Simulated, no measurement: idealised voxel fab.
Title: Process Module voxel transistor to metal
Pictured: cross-section cut, 240 nm wide, on a grid of 5 nm square cells.
The cross-sections in this document take the form of a grid made of square cells. They are written out as bands, in order from top to bottom. Each band consists of one or more rows of cells. Band entry format. Leading values: height of top, height of bottom, nm. Remainder: materials in left-to-right order, each with its width in nm. Special words: "throughout" on a single material, which then fills the band edge to edge; "empty", empty space. Height datum 0, below which the as-received substrate wafer is one material. Lowest band open at the bottom, running downward: "0 down". The notation "30->40" denotes a width that varies across the rows of cells in the band, beginning at the first number in the top row, finishing at the second number in the bottom row, and changing by an identical amount from each row to the next. Any step labelled "changes: none" changed none of the cells in the cross-section. "Non-vented voids" specifies each empty space that is not open to the top and that occupies no fewer than 8 cells, using the form width x height at distance, the distance measured from the left edge and all three quantities in nm. On each step's line, the part that comes after the settings is the simulator's own comment on the step. Regarding "overlay nm": on a step with a mask, it is the distance the mask lay to the right of its planned place; a negative value places it to the left. From here on the document is pairs. In a pair, the cross-section before one process step comes with the cross-section after it, and the latter goes no deeper than the lowest band that changed. What lies in between, the step and its settings, is written under the pair. A pair may be from a different run of this module on the same starting wafer than the pair above it, so it continues from that pair only where its entry headed "Pre-step geometry" says so.
# Pre-step geometry
> 60 to 45  15 resist  30 empty  25 resist  30 empty  30 resist  30 empty  25 resist  30 empty  25 resist
> 45 to 35  15 SiO2  30 empty  25 SiO2  30 empty  30 SiO2  30 empty  25 SiO2  30 empty  25 SiO2
> 35 to 20  15 SiO2  30 empty  10 SiN  15 SiCN  10 SiN  20 empty  30 SiO2  30 empty  10 SiN  15 SiCN  10 SiN  20 empty  25 SiO2
> 20 to 5  15 SiO2  30 empty  10 SiN  15 polySi  10 SiN  20 empty  30 SiO2  30 empty  10 SiN  15 polySi  10 SiN  20 empty  25 SiO2
> 5 to 0  10 SiO2  10 SiN  15 empty  10 pSi  10 SiN  15 polySi  10 SiN  10 pSi  10 empty  5 SiO2  10 SiN  10 SiO2  10 SiN  15 empty  10 pSi  10 SiN  15 polySi  10 SiN  10 pSi  10 empty  5 SiO2  10 SiN  10 SiO2
> 0 to -5  20 SiO2  15 empty  10 pSi  35 SiO2  10 pSi  10 empty  35 SiO2  15 empty  10 pSi  35 SiO2  10 pSi  10 empty  25 SiO2
> -5 to -15  20 SiO2  25 pSi  35 Si  25 pSi  30 SiO2  25 pSi  35 Si  25 pSi  20 SiO2
> -15 to -40  20 SiO2  85 Si  30 SiO2  85 Si  20 SiO2
> -40 down  Si throughout
> Non-vented voids: none
# Post-Step Appearance
> 45 to 35  15 SiO2  30 empty  25 SiO2  30 empty  30 SiO2  30 empty  25 SiO2  30 empty  25 SiO2
> Lower than 35, everything is as it was.
> Non-vented voids: none
Can you name the step between the two cross-sections above? It is STRIP (etch materials resist)
Pre-step geometry: it's just the after picture from the pair right above this one.
# Post-Step Appearance
> 50 to 45  20 TiN  20 empty  35 TiN  20 empty  40 TiN  20 empty  35 TiN  20 empty  30 TiN
> 45 to 35  15 SiO2  5 TiN  20 empty  5 TiN  25 SiO2  5->15 TiN  20->10 empty  5 TiN  30 SiO2  5 TiN  20 empty  5 TiN  25 SiO2  5->15 TiN  20->10 empty  5 TiN  25 SiO2
> 35 to 20  15 SiO2  5 TiN  20 empty  5 TiN  10 SiN  15 SiCN  10 SiN  5 TiN  10 empty  5 TiN  30 SiO2  5 TiN  20 empty  5 TiN  10 SiN  15 SiCN  10 SiN  5 TiN  10 empty  5 TiN  25 SiO2
> 20 to 10  15 SiO2  5 TiN  20 empty  5 TiN  10 SiN  15 polySi  10 SiN  5 TiN  10 empty  5 TiN  30 SiO2  5 TiN  20 empty  5 TiN  10 SiN  15 polySi  10 SiN  5 TiN  10 empty  5 TiN  25 SiO2
> 10 to 5  15 SiO2  10 TiN  5 empty  15 TiN  10 SiN  15 polySi  10 SiN  20 TiN  30 SiO2  10 TiN  5 empty  15 TiN  10 SiN  15 polySi  10 SiN  20 TiN  25 SiO2
> 5 to 0  10 SiO2  10 SiN  5 TiN  5 empty  5 TiN  10 pSi  10 SiN  15 polySi  10 SiN  10 pSi  10 TiN  5 SiO2  10 SiN  10 SiO2  10 SiN  5 TiN  5 empty  5 TiN  10 pSi  10 SiN  15 polySi  10 SiN  10 pSi  10 TiN  5 SiO2  10 SiN  10 SiO2
> 0 to -5  20 SiO2  15 TiN  10 pSi  35 SiO2  10 pSi  10 TiN  35 SiO2  15 TiN  10 pSi  35 SiO2  10 pSi  10 TiN  25 SiO2
> Lower than -5, everything is as it was.
> Non-vented voids: none
Can you name the step between the two cross-sections above? It is CONFORMAL_DEP (material TiN; thk nm 5)
Pre-step geometry: it's just the after picture from the pair right above this one.
# Post-Step Appearance
> 55 to 50  Ru throughout
> 50 to 45  20 TiN  20 Ru  35 TiN  20 Ru  40 TiN  20 Ru  35 TiN  20 Ru  30 TiN
> 45 to 35  15 SiO2  5 TiN  20 Ru  5 TiN  25 SiO2  5->15 TiN  20->10 Ru  5 TiN  30 SiO2  5 TiN  20 Ru  5 TiN  25 SiO2  5->15 TiN  20->10 Ru  5 TiN  25 SiO2
> 35 to 20  15 SiO2  5 TiN  20 Ru  5 TiN  10 SiN  15 SiCN  10 SiN  5 TiN  10 Ru  5 TiN  30 SiO2  5 TiN  20 Ru  5 TiN  10 SiN  15 SiCN  10 SiN  5 TiN  10 Ru  5 TiN  25 SiO2
> 20 to 10  15 SiO2  5 TiN  20 Ru  5 TiN  10 SiN  15 polySi  10 SiN  5 TiN  10 Ru  5 TiN  30 SiO2  5 TiN  20 Ru  5 TiN  10 SiN  15 polySi  10 SiN  5 TiN  10 Ru  5 TiN  25 SiO2
> 10 to 5  15 SiO2  10 TiN  5 Ru  15 TiN  10 SiN  15 polySi  10 SiN  20 TiN  30 SiO2  10 TiN  5 Ru  15 TiN  10 SiN  15 polySi  10 SiN  20 TiN  25 SiO2
> 5 to 0  10 SiO2  10 SiN  5 TiN  5 Ru  5 TiN  10 pSi  10 SiN  15 polySi  10 SiN  10 pSi  10 TiN  5 SiO2  10 SiN  10 SiO2  10 SiN  5 TiN  5 Ru  5 TiN  10 pSi  10 SiN  15 polySi  10 SiN  10 pSi  10 TiN  5 SiO2  10 SiN  10 SiO2
> Lower than 0, everything is as it was.
> Non-vented voids: none
Can you name the step between the two cross-sections above? It is FILL_DEP (material Ru; thk nm 5)
Pre-step geometry: it's just the after picture from the pair right above this one.
# Post-Step Appearance
> 45 to 35  15 SiO2  5 TiN  20 Ru  5 TiN  25 SiO2  5->15 TiN  20->10 Ru  5 TiN  30 SiO2  5 TiN  20 Ru  5 TiN  25 SiO2  5->15 TiN  20->10 Ru  5 TiN  25 SiO2
> Lower than 35, everything is as it was.
> Non-vented voids: none
Can you name the step between the two cross-sections above? It is CMP (height nm 45)
Pre-step geometry: it's just the after picture from the pair right above this one.
# Post-Step Appearance
> 50 to 45  TiN throughout
> Lower than 45, everything is as it was.
> Non-vented voids: none
Can you name the step between the two cross-sections above? It is DIRECTIONAL_DEP (material TiN; thk nm 5)
Pre-step geometry: it's just the after picture from the pair right above this one.
# Post-Step Appearance
> 65 to 50  W throughout
> Lower than 50, everything is as it was.
> Non-vented voids: none
Can you name the step between the two cross-sections above? It is DIRECTIONAL_DEP (material W; thk nm 15)
Pre-step geometry: it's just the after picture from the pair right above this one.
# Post-Step Appearance
> 65 to 50  20 empty  15 W  55 empty  15 W  30 empty  15 W  55 empty  15 W  20 empty
> Lower than 50, everything is as it was.
> Non-vented voids: none
Can you name the step between the two cross-sections above? It is MASKED_ETCH (tone cover; mask id METAL_1; width nm 15; etch materials W; depth nm 15; overlay nm 0)
Pre-step geometry: it's just the after picture from the pair right above this one.
# Post-Step Appearance
> 65 to 50  20 empty  15 W  55 empty  15 W  30 empty  15 W  55 empty  15 W  20 empty
> 50 to 45  20 empty  15 TiN  55 empty  15 TiN  30 empty  15 TiN  55 empty  15 TiN  20 empty
> Lower than 45, everything is as it was.
> Non-vented voids: none
Can you name the step between the two cross-sections above? It is MASKED_ETCH (tone cover; mask id METAL_1; width nm 15; etch materials TiN; depth nm 5; overlay nm 0)
Pre-step geometry: it's just the after picture from the pair right above this one.
# Post-Step Appearance
> 70 to 65  SiO2 throughout
> 65 to 50  20 SiO2  15 W  55 SiO2  15 W  30 SiO2  15 W  55 SiO2  15 W  20 SiO2
> 50 to 45  20 SiO2  15 TiN  55 SiO2  15 TiN  30 SiO2  15 TiN  55 SiO2  15 TiN  20 SiO2
> Lower than 45, everything is as it was.
> Non-vented voids: none
Can you name the step between the two cross-sections above? It is FILL_DEP (material SiO2; thk nm 5)
Pre-step geometry: it's just the after picture from the pair right above this one.
# Post-Step Appearance
> 65 to 50  20 SiO2  15 W  55 SiO2  15 W  30 SiO2  15 W  55 SiO2  15 W  20 SiO2
> Lower than 50, everything is as it was.
> Non-vented voids: none
Can you name the step between the two cross-sections above? It is CMP (height nm 65)
Pre-step geometry: it's just the after picture from the pair right above this one.
# Post-Step Appearance
> 70 to 65  SiN throughout
> Lower than 65, everything is as it was.
> Non-vented voids: none
Can you name the step between the two cross-sections above? It is CONFORMAL_DEP (material SiN; thk nm 5)
# Pre-step geometry
> 65 to 50  20 SiO2  15 W  55 SiO2  15 W  30 SiO2  15 W  55 SiO2  15 W  20 SiO2
> 50 to 45  20 SiO2  15 TiN  55 SiO2  15 TiN  30 SiO2  15 TiN  55 SiO2  15 TiN  20 SiO2
> 45 to 35  20 SiO2  5 TiN  20->15 Ru  5->10 TiN  25 SiO2  5->10 TiN  20->15 Ru  5 TiN  30 SiO2  5 TiN  20->15 Ru  5->10 TiN  25 SiO2  5->10 TiN  20->15 Ru  5 TiN  20 SiO2
> 35 to 20  20 SiO2  5 TiN  15 Ru  5 TiN  10 SiN  15 SiCN  10 SiN  5 TiN  15 Ru  5 TiN  30 SiO2  5 TiN  15 Ru  5 TiN  10 SiN  15 SiCN  10 SiN  5 TiN  15 Ru  5 TiN  20 SiO2
> 20 to 10  20 SiO2  5 TiN  15 Ru  5 TiN  10 SiN  15 polySi  10 SiN  5 TiN  15 Ru  5 TiN  30 SiO2  5 TiN  15 Ru  5 TiN  10 SiN  15 polySi  10 SiN  5 TiN  15 Ru  5 TiN  20 SiO2
> 10 to 5  20 SiO2  5 TiN  5 Ru  15 TiN  10 SiN  15 polySi  10 SiN  15 TiN  5 Ru  5 TiN  30 SiO2  5 TiN  5 Ru  15 TiN  10 SiN  15 polySi  10 SiN  15 TiN  5 Ru  5 TiN  20 SiO2
> 5 to 0  10 SiO2  10 SiN  5 TiN  5 Ru  5 TiN  10 pSi  10 SiN  15 polySi  10 SiN  10 pSi  5 TiN  5 Ru  5 TiN  10 SiN  10 SiO2  10 SiN  5 TiN  5 Ru  5 TiN  10 pSi  10 SiN  15 polySi  10 SiN  10 pSi  5 TiN  5 Ru  5 TiN  10 SiN  10 SiO2
> 0 to -5  20 SiO2  15 TiN  10 pSi  35 SiO2  10 pSi  15 TiN  30 SiO2  15 TiN  10 pSi  35 SiO2  10 pSi  15 TiN  20 SiO2
> -5 to -15  20 SiO2  25 pSi  35 Si  25 pSi  30 SiO2  25 pSi  35 Si  25 pSi  20 SiO2
> -15 to -40  20 SiO2  85 Si  30 SiO2  85 Si  20 SiO2
> -40 down  Si throughout
> Non-vented voids: none
# Post-Step Appearance
> 70 to 65  polySi throughout
> Lower than 65, everything is as it was.
> Non-vented voids: none
Can you name the step between the two cross-sections above? It is CONFORMAL_DEP (material polySi; thk nm 5)
# Pre-step geometry
> 45 to 35  SiO2 throughout
> 35 to 20  45 SiO2  10 SiN  15 SiCN  10 SiN  80 SiO2  10 SiN  15 SiCN  10 SiN  45 SiO2
> 20 to 5  45 SiO2  10 SiN  15 polySi  10 SiN  80 SiO2  10 SiN  15 polySi  10 SiN  45 SiO2
> 5 to 0  10 SiO2  10 SiN  15 SiO2  10 pSi  10 SiN  15 polySi  10 SiN  10 pSi  15 SiO2  10 SiN  10 SiO2  10 SiN  15 SiO2  10 pSi  10 SiN  15 polySi  10 SiN  10 pSi  15 SiO2  10 SiN  10 SiO2
> 0 to -5  35 SiO2  10 pSi  35 SiO2  10 pSi  60 SiO2  10 pSi  35 SiO2  10 pSi  35 SiO2
> -5 to -15  20 SiO2  25 pSi  35 Si  25 pSi  30 SiO2  25 pSi  35 Si  25 pSi  20 SiO2
> -15 to -40  20 SiO2  85 Si  30 SiO2  85 Si  20 SiO2
> -40 down  Si throughout
> Non-vented voids: none
# Post-Step Appearance
> 60 to 45  20 empty  30 resist  25 empty  30 resist  30 empty  30 resist  25 empty  30 resist  20 empty
> Lower than 45, everything is as it was.
> Non-vented voids: none
Can you name the step between the two cross-sections above? It is PATTERN (tone cover; mask id CONTACT; material resist; width nm 30; thk nm 15; overlay nm 0)
Pre-step geometry: it's just the after picture from the pair right above this one.
# Post-Step Appearance
> 60 to 45  20 empty  30 resist  25 empty  30 resist  30 empty  30 resist  25 empty  30 resist  20 empty
> 45 to 35  20 empty  30 SiO2  25 empty  30 SiO2  30 empty  30 SiO2  25 empty  30 SiO2  20 empty
> 35 to 20  20 empty  25 SiO2  10 SiN  15 SiCN  10 SiN  25 SiO2  30 empty  25 SiO2  10 SiN  15 SiCN  10 SiN  25 SiO2  20 empty
> 20 to 5  20 empty  25 SiO2  10 SiN  15 polySi  10 SiN  25 SiO2  30 empty  25 SiO2  10 SiN  15 polySi  10 SiN  25 SiO2  20 empty
> 5 to 0  10 empty  10 SiN  15 SiO2  10 pSi  10 SiN  15 polySi  10 SiN  10 pSi  15 SiO2  10 SiN  10 empty  10 SiN  15 SiO2  10 pSi  10 SiN  15 polySi  10 SiN  10 pSi  15 SiO2  10 SiN  10 empty
> 0 to -5  10 empty  25 SiO2  10 pSi  35 SiO2  10 pSi  25 SiO2  10 empty  25 SiO2  10 pSi  35 SiO2  10 pSi  25 SiO2  10 empty
> Lower than -5, everything is as it was.
> Non-vented voids: none
Can you name the step between the two cross-sections above? It is DIRECTIONAL_ETCH (etch materials SiO2; depth nm 50)
Pre-step geometry: it's just the after picture from the pair right above this one.
# Post-Step Appearance
> 45 to 35  20 empty  30 SiO2  25 empty  30 SiO2  30 empty  30 SiO2  25 empty  30 SiO2  20 empty
> Lower than 35, everything is as it was.
> Non-vented voids: none
Can you name the step between the two cross-sections above? It is STRIP (etch materials resist)
Pre-step geometry: it's just the after picture from the pair right above this one.
# Post-Step Appearance
> 50 to 45  15 empty  40 TiN  15 empty  40 TiN  20 empty  40 TiN  15 empty  40 TiN  15 empty
> 45 to 40  15 empty  5 TiN  30 SiO2  5 TiN  15 empty  5 TiN  30 SiO2  5 TiN  20 empty  5 TiN  30 SiO2  5 TiN  15 empty  5 TiN  30 SiO2  5 TiN  15 empty
> 40 to 35  15 empty  5 TiN  30 SiO2  25 TiN  30 SiO2  5 TiN  20 empty  5 TiN  30 SiO2  25 TiN  30 SiO2  5 TiN  15 empty
> 35 to 20  15 empty  5 TiN  25 SiO2  10 SiN  15 SiCN  10 SiN  25 SiO2  5 TiN  20 empty  5 TiN  25 SiO2  10 SiN  15 SiCN  10 SiN  25 SiO2  5 TiN  15 empty
> 20 to 10  15 empty  5 TiN  25 SiO2  10 SiN  15 polySi  10 SiN  25 SiO2  5 TiN  20 empty  5 TiN  25 SiO2  10 SiN  15 polySi  10 SiN  25 SiO2  5 TiN  15 empty
> 10 to 5  5 empty  15 TiN  25 SiO2  10 SiN  15 polySi  10 SiN  25 SiO2  30 TiN  25 SiO2  10 SiN  15 polySi  10 SiN  25 SiO2  15 TiN  5 empty
> 5 to 0  5 empty  5 TiN  10 SiN  15 SiO2  10 pSi  10 SiN  15 polySi  10 SiN  10 pSi  15 SiO2  10 SiN  10 TiN  10 SiN  15 SiO2  10 pSi  10 SiN  15 polySi  10 SiN  10 pSi  15 SiO2  10 SiN  5 TiN  5 empty
> 0 to -5  10 TiN  25 SiO2  10 pSi  35 SiO2  10 pSi  25 SiO2  10 TiN  25 SiO2  10 pSi  35 SiO2  10 pSi  25 SiO2  10 TiN
> Lower than -5, everything is as it was.
> Non-vented voids: none
Can you name the step between the two cross-sections above? It is CONFORMAL_DEP (material TiN; thk nm 5)
Pre-step geometry: it's just the after picture from the pair right above this one.
# Post-Step Appearance
> 55 to 50  Ru throughout
> 50 to 45  15 Ru  40 TiN  15 Ru  40 TiN  20 Ru  40 TiN  15 Ru  40 TiN  15 Ru
> 45 to 40  15 Ru  5 TiN  30 SiO2  5 TiN  15 Ru  5 TiN  30 SiO2  5 TiN  20 Ru  5 TiN  30 SiO2  5 TiN  15 Ru  5 TiN  30 SiO2  5 TiN  15 Ru
> 40 to 35  15 Ru  5 TiN  30 SiO2  25 TiN  30 SiO2  5 TiN  20 Ru  5 TiN  30 SiO2  25 TiN  30 SiO2  5 TiN  15 Ru
> 35 to 20  15 Ru  5 TiN  25 SiO2  10 SiN  15 SiCN  10 SiN  25 SiO2  5 TiN  20 Ru  5 TiN  25 SiO2  10 SiN  15 SiCN  10 SiN  25 SiO2  5 TiN  15 Ru
> 20 to 10  15 Ru  5 TiN  25 SiO2  10 SiN  15 polySi  10 SiN  25 SiO2  5 TiN  20 Ru  5 TiN  25 SiO2  10 SiN  15 polySi  10 SiN  25 SiO2  5 TiN  15 Ru
> 10 to 5  5 Ru  15 TiN  25 SiO2  10 SiN  15 polySi  10 SiN  25 SiO2  30 TiN  25 SiO2  10 SiN  15 polySi  10 SiN  25 SiO2  15 TiN  5 Ru
> 5 to 0  5 Ru  5 TiN  10 SiN  15 SiO2  10 pSi  10 SiN  15 polySi  10 SiN  10 pSi  15 SiO2  10 SiN  10 TiN  10 SiN  15 SiO2  10 pSi  10 SiN  15 polySi  10 SiN  10 pSi  15 SiO2  10 SiN  5 TiN  5 Ru
> Lower than 0, everything is as it was.
> Non-vented voids: none
Can you name the step between the two cross-sections above? It is FILL_DEP (material Ru; thk nm 5)
Pre-step geometry: it's just the after picture from the pair right above this one.
# Post-Step Appearance
> 45 to 40  15 Ru  5 TiN  30 SiO2  5 TiN  15 Ru  5 TiN  30 SiO2  5 TiN  20 Ru  5 TiN  30 SiO2  5 TiN  15 Ru  5 TiN  30 SiO2  5 TiN  15 Ru
> Lower than 40, everything is as it was.
> Non-vented voids: none
Can you name the step between the two cross-sections above? It is CMP (height nm 45)
Pre-step geometry: it's just the after picture from the pair right above this one.
# Post-Step Appearance
> 50 to 45  TiN throughout
> Lower than 45, everything is as it was.
> Non-vented voids: none
Can you name the step between the two cross-sections above? It is DIRECTIONAL_DEP (material TiN; thk nm 5)
Pre-step geometry: it's just the after picture from the pair right above this one.
# Post-Step Appearance
> 65 to 50  W throughout
> Lower than 50, everything is as it was.
> Non-vented voids: none
Can you name the step between the two cross-sections above? It is DIRECTIONAL_DEP (material W; thk nm 15)
Pre-step geometry: it's just the after picture from the pair right above this one.
# Post-Step Appearance
> 65 to 50  20 empty  15 W  55 empty  15 W  30 empty  15 W  55 empty  15 W  20 empty
> Lower than 50, everything is as it was.
> Non-vented voids: none
Can you name the step between the two cross-sections above? It is MASKED_ETCH (tone cover; mask id METAL_1; width nm 15; etch materials W; depth nm 15; overlay nm 0)
Pre-step geometry: it's just the after picture from the pair right above this one.
# Post-Step Appearance
> 65 to 50  20 empty  15 W  55 empty  15 W  30 empty  15 W  55 empty  15 W  20 empty
> 50 to 45  20 empty  15 TiN  55 empty  15 TiN  30 empty  15 TiN  55 empty  15 TiN  20 empty
> Lower than 45, everything is as it was.
> Non-vented voids: none
Can you name the step between the two cross-sections above? It is MASKED_ETCH (tone cover; mask id METAL_1; width nm 15; etch materials TiN; depth nm 5; overlay nm 0)
Pre-step geometry: it's just the after picture from the pair right above this one.
# Post-Step Appearance
> 70 to 65  SiO2 throughout
> 65 to 50  20 SiO2  15 W  55 SiO2  15 W  30 SiO2  15 W  55 SiO2  15 W  20 SiO2
> 50 to 45  20 SiO2  15 TiN  55 SiO2  15 TiN  30 SiO2  15 TiN  55 SiO2  15 TiN  20 SiO2
> Lower than 45, everything is as it was.
> Non-vented voids: none
Can you name the step between the two cross-sections above? It is FILL_DEP (material SiO2; thk nm 5)
Pre-step geometry: it's just the after picture from the pair right above this one.
# Post-Step Appearance
> 65 to 50  20 SiO2  15 W  55 SiO2  15 W  30 SiO2  15 W  55 SiO2  15 W  20 SiO2
> Lower than 50, everything is as it was.
> Non-vented voids: none
Can you name the step between the two cross-sections above? It is CMP (height nm 65)
Pre-step geometry: it's just the after picture from the pair right above this one.
# Post-Step Appearance
> 70 to 65  SiN throughout
> Lower than 65, everything is as it was.
> Non-vented voids: none
Can you name the step between the two cross-sections above? It is CONFORMAL_DEP (material SiN; thk nm 5)
